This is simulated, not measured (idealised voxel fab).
process module | voxel gate over fins
cross-section cut | 155 nm wide | cells 5 nm
A cross-section is a grid of square cells, given in bands from the top down. A band is one or more rows of cells.
Each band's line starts with the height of the band's top and of its bottom, in nm. Then come its materials from left to right, each with its width in nm. One material with "throughout" fills the band from edge to edge. "air" is empty space.
Height 0 is the level under which the wafer as received is all one material. The lowest band goes on downwards, as in "0 down".
A width such as "30 to 40" changes by the same amount from each row of cells to the next, from the band's top row to its bottom row.
"no change" after a step means that no cell of the cross-section changed.
closed voids: empty space of 8 cells or more with no open way to the top, each as width x height at its distance from the left edge, in nm
after a step's settings: what the simulator itself notes on the step
overlay nm, on a step with a mask: how far to the right of its planned place the mask lay; to the left if negative
plan
1 op RECEIVE | material Si
2 op CONFORMAL_DEP | material SiN | thk nm 5
3 op MASKED_ETCH | tone cover | mask id FINS | width nm 15 | pitch nm 50 | etch materials SiN | depth nm 5 | overlay nm 0
4 op MASKED_ETCH | tone cover | mask id FINS | width nm 15 | pitch nm 50 | etch materials Si | depth nm 30 | overlay nm 0
5 op FILL_DEP | material SiO2 | thk nm 5
6 op CMP | height nm 5
7 op DIRECTIONAL_DEP | material aC | thk nm 10
8 op PATTERN | tone open | mask id RAIL | material resist | width nm 15 | thk nm 30 | overlay nm 0
9 op DIRECTIONAL_ETCH | etch materials aC | depth nm 10
10 op STRIP | etch materials resist
11 op DIRECTIONAL_ETCH | etch materials SiO2 | depth nm 30
12 op STRIP | etch materials aC
13 op CONFORMAL_DEP | material TiN | thk nm 5
14 op FILL_DEP | material W | thk nm 10
15 op CMP | height nm 5
16 op SELECTIVE_ETCH | etch materials W Ru TiN | depth nm 20
17 op FILL_DEP | material SiO2 | thk nm 5
18 op CMP | height nm 5
19 op SELECTIVE_ETCH | etch materials SiO2 | depth nm 15
20 op STRIP | etch materials SiN
21 op CONFORMAL_DEP | material HfO2 | thk nm 5
22 op CONFORMAL_DEP | material TiN | thk nm 5
23 op FILL_DEP | material W | thk nm 10
24 op CMP | height nm 15
25 op CONFORMAL_DEP | material SiCN | thk nm 10
first wafer, as planned
as received, after step 1
  0 down: Si throughout
  closed voids: none
after step 2
  5 to 0: SiN throughout
  below 0: unchanged
after step 3
  5 to 0: air 20 | SiN 15 | air 35 | SiN 15 | air 35 | SiN 15 | air 20
  below 0: unchanged
after step 4
  5 to 0: air 20 | SiN 15 | air 35 | SiN 15 | air 35 | SiN 15 | air 20
  0 to -30: air 20 | Si 15 | air 35 | Si 15 | air 35 | Si 15 | air 20
  below -30: unchanged
after step 5
  10 to 5: SiO2 throughout
  5 to 0: SiO2 20 | SiN 15 | SiO2 35 | SiN 15 | SiO2 35 | SiN 15 | SiO2 20
  0 to -30: SiO2 20 | Si 15 | SiO2 35 | Si 15 | SiO2 35 | Si 15 | SiO2 20
  below -30: unchanged
after step 6
  5 to 0: SiO2 20 | SiN 15 | SiO2 35 | SiN 15 | SiO2 35 | SiN 15 | SiO2 20
  below 0: unchanged
after step 7
  15 to 5: aC throughout
  below 5: unchanged
after step 8
  45 to 15: resist 45 | air 15 | resist 95
  below 15: unchanged
after step 9
  35 to 15: resist 45 | air 15 | resist 95
  15 to 5: aC 45 | air 15 | aC 95
  below 5: unchanged
after step 10
  15 to 5: aC 45 | air 15 | aC 95
  below 5: unchanged
after step 11
  15 to 5: aC 45 | air 15 | aC 95
  5 to 0: SiO2 20 | SiN 15 | SiO2 10 | air 15 | SiO2 10 | SiN 15 | SiO2 35 | SiN 15 | SiO2 20
  0 to -25: SiO2 20 | Si 15 | SiO2 10 | air 15 | SiO2 10 | Si 15 | SiO2 35 | Si 15 | SiO2 20
  below -25: unchanged
after step 12
  5 to 0: SiO2 20 | SiN 15 | SiO2 10 | air 15 | SiO2 10 | SiN 15 | SiO2 35 | SiN 15 | SiO2 20
  below 0: unchanged
after step 13
  10 to 5: TiN 50 | air 5 | TiN 100
  5 to 0: SiO2 20 | SiN 15 | SiO2 10 | TiN 5 | air 5 | TiN 5 | SiO2 10 | SiN 15 | SiO2 35 | SiN 15 | SiO2 20
  0 to -20: SiO2 20 | Si 15 | SiO2 10 | TiN 5 | air 5 | TiN 5 | SiO2 10 | Si 15 | SiO2 35 | Si 15 | SiO2 20
  -20 to -25: SiO2 20 | Si 15 | SiO2 10 | TiN 15 | SiO2 10 | Si 15 | SiO2 35 | Si 15 | SiO2 20
  below -25: unchanged
after step 14
  20 to 10: W throughout
  10 to 5: TiN 50 | W 5 | TiN 100
  5 to 0: SiO2 20 | SiN 15 | SiO2 10 | TiN 5 | W 5 | TiN 5 | SiO2 10 | SiN 15 | SiO2 35 | SiN 15 | SiO2 20
  0 to -20: SiO2 20 | Si 15 | SiO2 10 | TiN 5 | W 5 | TiN 5 | SiO2 10 | Si 15 | SiO2 35 | Si 15 | SiO2 20
  below -20: unchanged
after step 15
  5 to 0: SiO2 20 | SiN 15 | SiO2 10 | TiN 5 | W 5 | TiN 5 | SiO2 10 | SiN 15 | SiO2 35 | SiN 15 | SiO2 20
  below 0: unchanged
after step 16
  5 to 0: SiO2 20 | SiN 15 | SiO2 10 | air 15 | SiO2 10 | SiN 15 | SiO2 35 | SiN 15 | SiO2 20
  0 to -15: SiO2 20 | Si 15 | SiO2 10 | air 15 | SiO2 10 | Si 15 | SiO2 35 | Si 15 | SiO2 20
  below -15: unchanged
after step 17
  10 to 5: SiO2 throughout
  5 to 0: SiO2 20 | SiN 15 | SiO2 35 | SiN 15 | SiO2 35 | SiN 15 | SiO2 20
  0 to -15: SiO2 20 | Si 15 | SiO2 35 | Si 15 | SiO2 35 | Si 15 | SiO2 20
  below -15: unchanged
after step 18
  5 to 0: SiO2 20 | SiN 15 | SiO2 35 | SiN 15 | SiO2 35 | SiN 15 | SiO2 20
  below 0: unchanged
after step 19
  5 to 0: air 20 | SiN 15 | air 35 | SiN 15 | air 35 | SiN 15 | air 20
  0 to -10: air 20 | Si 15 | air 35 | Si 15 | air 35 | Si 15 | air 20
  below -10: unchanged
after step 20
  0 to -10: air 20 | Si 15 | air 35 | Si 15 | air 35 | Si 15 | air 20
  below -10: unchanged
after step 21
  5 to 0: air 15 | HfO2 25 | air 25 | HfO2 25 | air 25 | HfO2 25 | air 15
  0 to -5: air 15 | HfO2 5 | Si 15 | HfO2 5 | air 25 | HfO2 5 | Si 15 | HfO2 5 | air 25 | HfO2 5 | Si 15 | HfO2 5 | air 15
  -5 to -10: HfO2 20 | Si 15 | HfO2 35 | Si 15 | HfO2 35 | Si 15 | HfO2 20
  below -10: unchanged
after step 22
  10 to 5: air 10 | TiN 35 | air 15 | TiN 35 | air 15 | TiN 35 | air 10
  5 to 0: air 10 | TiN 5 | HfO2 25 | TiN 5 | air 15 | TiN 5 | HfO2 25 | TiN 5 | air 15 | TiN 5 | HfO2 25 | TiN 5 | air 10
  0 to -5: TiN 15 | HfO2 5 | Si 15 | HfO2 5 | TiN 25 | HfO2 5 | Si 15 | HfO2 5 | TiN 25 | HfO2 5 | Si 15 | HfO2 5 | TiN 15
  below -5: unchanged
after step 23
  20 to 10: W throughout
  10 to 5: W 10 | TiN 35 | W 15 | TiN 35 | W 15 | TiN 35 | W 10
  5 to 0: W 10 | TiN 5 | HfO2 25 | TiN 5 | W 15 | TiN 5 | HfO2 25 | TiN 5 | W 15 | TiN 5 | HfO2 25 | TiN 5 | W 10
  below 0: unchanged
after step 24
  15 to 10: W throughout
  below 10: unchanged
after step 25
  25 to 15: SiCN throughout
  below 15: unchanged
second wafer: like start, like plan, one mistake. Through step 18 it matches the first wafer
when step 19 should have ended
  5 to 0: air 20 | SiN 15 | air 35 | SiN 15 | air 35 | SiN 15 | air 20
  0 to -15: air 20 | Si 15 | air 35 | Si 15 | air 35 | Si 15 | air 20
  -15 to -20: air 20 | Si 15 | air 10 | TiN 5 | W 5 | TiN 5 | air 10 | Si 15 | air 35 | Si 15 | air 20
  -20 to -25: air 20 | Si 15 | air 10 | TiN 15 | air 10 | Si 15 | air 35 | Si 15 | air 20
  below -25: unchanged
when step 20 should have ended
  0 to -15: air 20 | Si 15 | air 35 | Si 15 | air 35 | Si 15 | air 20
  below -15: unchanged
when step 21 should have ended
  5 to 0: air 15 | HfO2 25 | air 25 | HfO2 25 | air 25 | HfO2 25 | air 15
  0 to -10: air 15 | HfO2 5 | Si 15 | HfO2 5 | air 25 | HfO2 5 | Si 15 | HfO2 5 | air 25 | HfO2 5 | Si 15 | HfO2 5 | air 15
  -10 to -15: air 15 | HfO2 5 | Si 15 | HfO2 35 | Si 15 | HfO2 5 | air 25 | HfO2 5 | Si 15 | HfO2 5 | air 15
  -15 to -20: air 15 | HfO2 5 | Si 15 | HfO2 10 | TiN 5 | W 5 | TiN 5 | HfO2 10 | Si 15 | HfO2 5 | air 25 | HfO2 5 | Si 15 | HfO2 5 | air 15
  -20 to -25: HfO2 20 | Si 15 | HfO2 10 | TiN 15 | HfO2 10 | Si 15 | HfO2 35 | Si 15 | HfO2 20
  below -25: unchanged
when step 22 should have ended
  10 to 5: air 10 | TiN 35 | air 15 | TiN 35 | air 15 | TiN 35 | air 10
  5 to 0: air 10 | TiN 5 | HfO2 25 | TiN 5 | air 15 | TiN 5 | HfO2 25 | TiN 5 | air 15 | TiN 5 | HfO2 25 | TiN 5 | air 10
  0 to -5: air 10 | TiN 5 | HfO2 5 | Si 15 | HfO2 5 | TiN 5 | air 15 | TiN 5 | HfO2 5 | Si 15 | HfO2 5 | TiN 5 | air 15 | TiN 5 | HfO2 5 | Si 15 | HfO2 5 | TiN 5 | air 10
  -5 to -10: air 10 | TiN 5 | HfO2 5 | Si 15 | HfO2 5 | TiN 25 | HfO2 5 | Si 15 | HfO2 5 | TiN 5 | air 15 | TiN 5 | HfO2 5 | Si 15 | HfO2 5 | TiN 5 | air 10
  -10 to -15: air 10 | TiN 5 | HfO2 5 | Si 15 | HfO2 35 | Si 15 | HfO2 5 | TiN 5 | air 15 | TiN 5 | HfO2 5 | Si 15 | HfO2 5 | TiN 5 | air 10
  -15 to -20: TiN 15 | HfO2 5 | Si 15 | HfO2 10 | TiN 5 | W 5 | TiN 5 | HfO2 10 | Si 15 | HfO2 5 | TiN 25 | HfO2 5 | Si 15 | HfO2 5 | TiN 15
  below -20: unchanged
when step 23 should have ended
  20 to 10: W throughout
  10 to 5: W 10 | TiN 35 | W 15 | TiN 35 | W 15 | TiN 35 | W 10
  5 to 0: W 10 | TiN 5 | HfO2 25 | TiN 5 | W 15 | TiN 5 | HfO2 25 | TiN 5 | W 15 | TiN 5 | HfO2 25 | TiN 5 | W 10
  0 to -5: W 10 | TiN 5 | HfO2 5 | Si 15 | HfO2 5 | TiN 5 | W 15 | TiN 5 | HfO2 5 | Si 15 | HfO2 5 | TiN 5 | W 15 | TiN 5 | HfO2 5 | Si 15 | HfO2 5 | TiN 5 | W 10
  -5 to -10: W 10 | TiN 5 | HfO2 5 | Si 15 | HfO2 5 | TiN 25 | HfO2 5 | Si 15 | HfO2 5 | TiN 5 | W 15 | TiN 5 | HfO2 5 | Si 15 | HfO2 5 | TiN 5 | W 10
  -10 to -15: W 10 | TiN 5 | HfO2 5 | Si 15 | HfO2 35 | Si 15 | HfO2 5 | TiN 5 | W 15 | TiN 5 | HfO2 5 | Si 15 | HfO2 5 | TiN 5 | W 10
  below -15: unchanged
when step 24 should have ended
  15 to 10: W throughout
  below 10: unchanged
when step 25 should have ended
  25 to 15: SiCN throughout
  below 15: unchanged
what went wrong: step 19 was run twice
at the end the second wafer has, in cells: 22 more of HfO2 | 60 fewer of SiO2 | 14 more of TiN | 24 more of W
